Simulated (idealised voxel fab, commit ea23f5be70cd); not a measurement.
Process module, titled voxel capacitor over wiring
It is cross-section cut that appears here, measuring 200 nm in width, its square cells being 5 nm in size.
Cross-section, as written here: a square-cell grid given band by band from the top down, where a band holds one or more rows of cells. Top, bottom (nm), then materials left to right with widths (nm); lone material tagged "full width" fills the whole band edge to edge; "empty" = empty space. Basically, 0 is our baseline, since under it the wafer straight out of the box is all one material. The bottom band has no lower end and keeps on going down, so it looks like "from 0 down". So if you see something like "30 to 40" for the width, read it as the top row of the band sitting at the first number and the bottom row at the second, with every row in between moving by the same amount as the last. The designation "no modifications", where it is given for a processing step, indicates that no cell of the cross-section was altered in the course of that step. The entry titled "Enclosed cavities" provides the empty spaces that have no open way to the top, restricted to those of 8 cells or more. Each is presented as width x height at distance, the distance being measured from the left edge, with all three in nm. On a step's line, text after the settings is the simulator commenting on that step. overlay nm: mask offset rightward from planned place, masked step; negative means leftward offset.
### Planned process steps
1 op RECEIVE | material Si
2 op CONFORMAL_DEP | material SiO2 | thk nm 15
3 op DIRECTIONAL_DEP | material TiN | thk nm 5
4 op DIRECTIONAL_DEP | material Ru | thk nm 15
5 op PATTERN | tone cover | mask id METAL_1 | material resist | width nm 25 | pitch nm 85 | thk nm 15 | overlay nm 0
6 op DIRECTIONAL_ETCH | etch materials Ru | depth nm 15
7 op DIRECTIONAL_ETCH | etch materials TiN | depth nm 5
8 op STRIP | etch materials resist
9 op FILL_DEP | material lowk | thk nm 5
10 op CMP | height nm 35
11 op CONFORMAL_DEP | material SiCN | thk nm 5
12 op DIRECTIONAL_DEP | material SiO2 | thk nm 10
13 op MASKED_ETCH | tone open | mask id PLUG_1 | width nm 15 | etch materials SiO2 | depth nm 10 | overlay nm 0
14 op MASKED_ETCH | tone open | mask id PLUG_1 | width nm 15 | etch materials SiCN | depth nm 5 | overlay nm 0
15 op CONFORMAL_DEP | material TiN | thk nm 5
16 op FILL_DEP | material W | thk nm 5
17 op CMP | height nm 50
18 op DIRECTIONAL_DEP | material TiN | thk nm 10
19 op DIRECTIONAL_DEP | material HfO2 | thk nm 5
20 op DIRECTIONAL_DEP | material TiN | thk nm 5
21 op DIRECTIONAL_DEP | material aC | thk nm 10
22 op PATTERN | tone cover | mask id UPPER_PLATE | material resist | width nm 65 | thk nm 30 | overlay nm 0
23 op DIRECTIONAL_ETCH | etch materials aC | depth nm 10
24 op STRIP | etch materials resist
25 op DIRECTIONAL_ETCH | etch materials TiN | depth nm 5
26 op DIRECTIONAL_ETCH | etch materials HfO2 | depth nm 5
27 op STRIP | etch materials aC
28 op MASKED_ETCH | tone cover | mask id LOWER_PLATE | width nm 75 | etch materials TiN | depth nm 10 | overlay nm 0
29 op FILL_DEP | material SiO2 | thk nm 20
30 op CMP | height nm 85
31 op MASKED_ETCH | tone open | mask id PLUG_2 | width nm 15 | etch materials SiO2 | depth nm 15 | overlay nm 0
32 op CONFORMAL_DEP | material TiN | thk nm 5
33 op FILL_DEP | material Cu | thk nm 5
34 op CMP | height nm 85
35 op CONFORMAL_DEP | material SiN | thk nm 5
### First wafer out of two, processed as planned
### So this is the incoming wafer in cross-section - it's already been through step 1
* from 0 down | Si full width
* Enclosed cavities: none
### Take a look at the wafer's cross-section after step 2
* from 15 to 0 | SiO2 full width
* Below 0, the layers are the same as they were.
### Take a look at the wafer's cross-section after step 3
* from 20 to 15 | TiN full width
* Below 15, the layers are the same as they were.
### Take a look at the wafer's cross-section after step 4
* from 35 to 20 | Ru full width
* Below 20, the layers are the same as they were.
### Take a look at the wafer's cross-section after step 5
* from 50 to 35 | 45 of empty  25 of resist  60 of empty  25 of resist  45 of empty
* Below 35, the layers are the same as they were.
### Take a look at the wafer's cross-section after step 6
* from 50 to 35 | 45 of empty  25 of resist  60 of empty  25 of resist  45 of empty
* from 35 to 20 | 45 of empty  25 of Ru  60 of empty  25 of Ru  45 of empty
* Below 20, the layers are the same as they were.
### Take a look at the wafer's cross-section after step 7
* from 50 to 35 | 45 of empty  25 of resist  60 of empty  25 of resist  45 of empty
* from 35 to 20 | 45 of empty  25 of Ru  60 of empty  25 of Ru  45 of empty
* from 20 to 15 | 45 of empty  25 of TiN  60 of empty  25 of TiN  45 of empty
* Below 15, the layers are the same as they were.
### Take a look at the wafer's cross-section after step 8
* from 35 to 20 | 45 of empty  25 of Ru  60 of empty  25 of Ru  45 of empty
* Below 20, the layers are the same as they were.
### Take a look at the wafer's cross-section after step 9
* from 40 to 35 | lowk full width
* from 35 to 20 | 45 of lowk  25 of Ru  60 of lowk  25 of Ru  45 of lowk
* from 20 to 15 | 45 of lowk  25 of TiN  60 of lowk  25 of TiN  45 of lowk
* Below 15, the layers are the same as they were.
### Take a look at the wafer's cross-section after step 10
* from 35 to 20 | 45 of lowk  25 of Ru  60 of lowk  25 of Ru  45 of lowk
* Below 20, the layers are the same as they were.
### Take a look at the wafer's cross-section after step 11
* from 40 to 35 | SiCN full width
* Below 35, the layers are the same as they were.
### Take a look at the wafer's cross-section after step 12
* from 50 to 40 | SiO2 full width
* Below 40, the layers are the same as they were.
### Take a look at the wafer's cross-section after step 13
* from 50 to 40 | 55 of SiO2  15 of empty  130 of SiO2
* Below 40, the layers are the same as they were.
### Take a look at the wafer's cross-section after step 14
* from 50 to 40 | 55 of SiO2  15 of empty  130 of SiO2
* from 40 to 35 | 55 of SiCN  15 of empty  130 of SiCN
* Below 35, the layers are the same as they were.
### Take a look at the wafer's cross-section after step 15
* from 55 to 50 | 60 of TiN  5 of empty  135 of TiN
* from 50 to 40 | 55 of SiO2  5 of TiN  5 of empty  5 of TiN  130 of SiO2
* from 40 to 35 | 55 of SiCN  15 of TiN  130 of SiCN
* Below 35, the layers are the same as they were.
### Take a look at the wafer's cross-section after step 16
* from 60 to 55 | W full width
* from 55 to 50 | 60 of TiN  5 of W  135 of TiN
* from 50 to 40 | 55 of SiO2  5 of TiN  5 of W  5 of TiN  130 of SiO2
* Below 40, the layers are the same as they were.
### Take a look at the wafer's cross-section after step 17
* from 50 to 40 | 55 of SiO2  5 of TiN  5 of W  5 of TiN  130 of SiO2
* Below 40, the layers are the same as they were.
### Take a look at the wafer's cross-section after step 18
* from 60 to 50 | TiN full width
* Below 50, the layers are the same as they were.
### Take a look at the wafer's cross-section after step 19
* from 65 to 60 | HfO2 full width
* Below 60, the layers are the same as they were.
### Take a look at the wafer's cross-section after step 20
* from 70 to 65 | TiN full width
* Below 65, the layers are the same as they were.
### Take a look at the wafer's cross-section after step 21
* from 80 to 70 | aC full width
* Below 70, the layers are the same as they were.
### Take a look at the wafer's cross-section after step 22
* from 110 to 80 | 55 of empty  65 of resist  80 of empty
* Below 80, the layers are the same as they were.
### Take a look at the wafer's cross-section after step 23
* from 100 to 80 | 55 of empty  65 of resist  80 of empty
* from 80 to 70 | 55 of empty  65 of aC  80 of empty
* Below 70, the layers are the same as they were.
### Take a look at the wafer's cross-section after step 24
* from 80 to 70 | 55 of empty  65 of aC  80 of empty
* Below 70, the layers are the same as they were.
### Take a look at the wafer's cross-section after step 25
* from 80 to 70 | 55 of empty  65 of aC  80 of empty
* from 70 to 65 | 55 of empty  65 of TiN  80 of empty
* Below 65, the layers are the same as they were.
### Take a look at the wafer's cross-section after step 26
* from 80 to 70 | 55 of empty  65 of aC  80 of empty
* from 70 to 65 | 55 of empty  65 of TiN  80 of empty
* from 65 to 60 | 55 of empty  65 of HfO2  80 of empty
* Below 60, the layers are the same as they were.
### Take a look at the wafer's cross-section after step 27
* from 70 to 65 | 55 of empty  65 of TiN  80 of empty
* Below 65, the layers are the same as they were.
### Take a look at the wafer's cross-section after step 28
* from 70 to 65 | 55 of empty  65 of TiN  80 of empty
* from 65 to 60 | 55 of empty  65 of HfO2  80 of empty
* from 60 to 50 | 50 of empty  75 of TiN  75 of empty
* Below 50, the layers are the same as they were.
### Take a look at the wafer's cross-section after step 29
* from 90 to 70 | SiO2 full width
* from 70 to 65 | 55 of SiO2  65 of TiN  80 of SiO2
* from 65 to 60 | 55 of SiO2  65 of HfO2  80 of SiO2
* from 60 to 50 | 50 of SiO2  75 of TiN  75 of SiO2
* Below 50, the layers are the same as they were.
### Take a look at the wafer's cross-section after step 30
* from 85 to 70 | SiO2 full width
* Below 70, the layers are the same as they were.
### Take a look at the wafer's cross-section after step 31
* from 85 to 70 | 65 of SiO2  15 of empty  120 of SiO2
* Below 70, the layers are the same as they were.
### Take a look at the wafer's cross-section after step 32
* from 90 to 85 | 70 of TiN  5 of empty  125 of TiN
* from 85 to 75 | 65 of SiO2  5 of TiN  5 of empty  5 of TiN  120 of SiO2
* from 75 to 65 | 65 to 55 of SiO2  15 to 65 of TiN  120 to 80 of SiO2
* Below 65, the layers are the same as they were.
### Take a look at the wafer's cross-section after step 33
* from 95 to 90 | Cu full width
* from 90 to 85 | 70 of TiN  5 of Cu  125 of TiN
* from 85 to 75 | 65 of SiO2  5 of TiN  5 of Cu  5 of TiN  120 of SiO2
* Below 75, the layers are the same as they were.
### Take a look at the wafer's cross-section after step 34
* from 85 to 75 | 65 of SiO2  5 of TiN  5 of Cu  5 of TiN  120 of SiO2
* Below 75, the layers are the same as they were.
### Take a look at the wafer's cross-section after step 35
* from 90 to 85 | SiN full width
* Below 85, the layers are the same as they were.
### Wafer two of two - same starting point, same process plan, one mistake in execution; matches wafer one up to and including step 10
### Second wafer, cross-section, planned end of step 11
* from 40 to 35 | Ru full width
* Below 35, the layers are the same as they were.
### Second wafer, cross-section, planned end of step 12
* from 50 to 40 | SiO2 full width
* Below 40, the layers are the same as they were.
### Second wafer, cross-section, planned end of step 13
* from 50 to 40 | 55 of SiO2  15 of empty  130 of SiO2
* Below 40, the layers are the same as they were.
Second wafer, cross-section, planned end of step 14: no modifications
### Second wafer, cross-section, planned end of step 15
* from 55 to 50 | 60 of TiN  5 of empty  135 of TiN
* from 50 to 45 | 55 of SiO2  5 of TiN  5 of empty  5 of TiN  130 of SiO2
* from 45 to 40 | 55 of SiO2  15 of TiN  130 of SiO2
* Below 40, the layers are the same as they were.
### Second wafer, cross-section, planned end of step 16
* from 60 to 55 | W full width
* from 55 to 50 | 60 of TiN  5 of W  135 of TiN
* from 50 to 45 | 55 of SiO2  5 of TiN  5 of W  5 of TiN  130 of SiO2
* Below 45, the layers are the same as they were.
### Second wafer, cross-section, planned end of step 17
* from 50 to 45 | 55 of SiO2  5 of TiN  5 of W  5 of TiN  130 of SiO2
* Below 45, the layers are the same as they were.
### Second wafer, cross-section, planned end of step 18
* from 60 to 50 | TiN full width
* Below 50, the layers are the same as they were.
### Second wafer, cross-section, planned end of step 19
* from 65 to 60 | HfO2 full width
* Below 60, the layers are the same as they were.
### Second wafer, cross-section, planned end of step 20
* from 70 to 65 | TiN full width
* Below 65, the layers are the same as they were.
### Second wafer, cross-section, planned end of step 21
* from 80 to 70 | aC full width
* Below 70, the layers are the same as they were.
### Second wafer, cross-section, planned end of step 22
* from 110 to 80 | 55 of empty  65 of resist  80 of empty
* Below 80, the layers are the same as they were.
### Second wafer, cross-section, planned end of step 23
* from 100 to 80 | 55 of empty  65 of resist  80 of empty
* from 80 to 70 | 55 of empty  65 of aC  80 of empty
* Below 70, the layers are the same as they were.
### Second wafer, cross-section, planned end of step 24
* from 80 to 70 | 55 of empty  65 of aC  80 of empty
* Below 70, the layers are the same as they were.
### Second wafer, cross-section, planned end of step 25
* from 80 to 70 | 55 of empty  65 of aC  80 of empty
* from 70 to 65 | 55 of empty  65 of TiN  80 of empty
* Below 65, the layers are the same as they were.
### Second wafer, cross-section, planned end of step 26
* from 80 to 70 | 55 of empty  65 of aC  80 of empty
* from 70 to 65 | 55 of empty  65 of TiN  80 of empty
* from 65 to 60 | 55 of empty  65 of HfO2  80 of empty
* Below 60, the layers are the same as they were.
### Second wafer, cross-section, planned end of step 27
* from 70 to 65 | 55 of empty  65 of TiN  80 of empty
* Below 65, the layers are the same as they were.
### Second wafer, cross-section, planned end of step 28
* from 70 to 65 | 55 of empty  65 of TiN  80 of empty
* from 65 to 60 | 55 of empty  65 of HfO2  80 of empty
* from 60 to 50 | 50 of empty  75 of TiN  75 of empty
* Below 50, the layers are the same as they were.
### Second wafer, cross-section, planned end of step 29
* from 90 to 70 | SiO2 full width
* from 70 to 65 | 55 of SiO2  65 of TiN  80 of SiO2
* from 65 to 60 | 55 of SiO2  65 of HfO2  80 of SiO2
* from 60 to 50 | 50 of SiO2  75 of TiN  75 of SiO2
* Below 50, the layers are the same as they were.
### Second wafer, cross-section, planned end of step 30
* from 85 to 70 | SiO2 full width
* Below 70, the layers are the same as they were.
### Second wafer, cross-section, planned end of step 31
* from 85 to 70 | 65 of SiO2  15 of empty  120 of SiO2
* Below 70, the layers are the same as they were.
### Second wafer, cross-section, planned end of step 32
* from 90 to 85 | 70 of TiN  5 of empty  125 of TiN
* from 85 to 75 | 65 of SiO2  5 of TiN  5 of empty  5 of TiN  120 of SiO2
* from 75 to 65 | 65 to 55 of SiO2  15 to 65 of TiN  120 to 80 of SiO2
* Below 65, the layers are the same as they were.
### Second wafer, cross-section, planned end of step 33
* from 95 to 90 | Cu full width
* from 90 to 85 | 70 of TiN  5 of Cu  125 of TiN
* from 85 to 75 | 65 of SiO2  5 of TiN  5 of Cu  5 of TiN  120 of SiO2
* Below 75, the layers are the same as they were.
### Second wafer, cross-section, planned end of step 34
* from 85 to 75 | 65 of SiO2  5 of TiN  5 of Cu  5 of TiN  120 of SiO2
* Below 75, the layers are the same as they were.
### Second wafer, cross-section, planned end of step 35
* from 90 to 85 | SiN full width
* Below 85, the layers are the same as they were.
Plan not followed: off-plan run, step 11, actual operation and settings op CONFORMAL_DEP | material Ru | thk nm 5
Heads up, by the end the second wafer has more or fewer cells of some materials compared to the first: +40 Ru; -37 SiCN; -2 TiN; -1 W
